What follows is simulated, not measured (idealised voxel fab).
The process module presented herein is designated voxel local oxidation.
Section shown: cut. Width: 265 nm. Cell size: 5 nm, square.
Cross-section format: a grid of square cells, given as bands from top to bottom; each band is one or more rows of cells. Top height, bottom height, nm. Materials left to right, width each, nm. Single material + "edge to edge" = fills band edge to edge. "blank" = empty. Height reference: 0 = level under which incoming wafer is all one material. Lowest band: no bottom, runs on downward, e.g. "from 0 down". A width such as "30..40" changes by the same amount from each row of cells to the next, from the band's top row to its bottom row. When a step is marked "identical to before", none of the cells in the cross-section changed during that step. In the "Enclosed voids" entry, you get each enclosed empty space of 8 cells or more, one with no open way to the top, written width x height at distance, distance from the left edge, in nm. Heads up: the bit after the settings on a step's line is the simulator's remark on that step. A step's line can hold "overlay nm"; with a mask on that step, the setting says how far right of the planned place the mask lay, while a negative setting says it lay to the left.

BELOW IS THE LIST OF PLANNED PROCESS STEPS
1. RECEIVE, material Si
2. CONFORMAL_DEP, material SiO2, thk nm 5
3. CONFORMAL_DEP, material SiN, thk nm 15
4. DIRECTIONAL_DEP, material aC, thk nm 15
5. PATTERN, tone cover, mask id ACTIVE, material resist, width nm 115, thk nm 35, overlay nm 0
6. DIRECTIONAL_ETCH, etch materials aC, depth nm 15
7. STRIP, etch materials resist
8. DIRECTIONAL_ETCH, etch materials SiN, depth nm 15
9. STRIP, etch materials aC
10. SELECTIVE_ETCH, etch materials SiO2, depth nm 5
11. OXIDIZE, depth nm 10
12. STRIP, etch materials SiN

INCOMING WAFER, CROSS-SECTIONAL VIEW, POST STEP 1
  from 0 down: Si edge to edge
  Enclosed voids: none

LOOK AT THE CROSS-SECTION AFTER THE MODULE: THE WAFER STARTED OUT THE WAY SHOWN ABOVE AND THE PLAN WAS THE ONE SHOWN ABOVE, YET ONE MISTAKE WAS MADE ALONG THE WAY
  from 5 to 0: SiO2: 70, blank: 125, SiO2: 70
  from 0 to -10: Si: 60, SiO2: 145, Si: 60
  from -10 down: Si edge to edge
  Enclosed voids: none
Finding, execution versus plan: step 5 was processed under conditions differing from the plan, specifically as PATTERN, tone open, mask id ACTIVE, material resist, width nm 115, thk nm 35, overlay nm 0
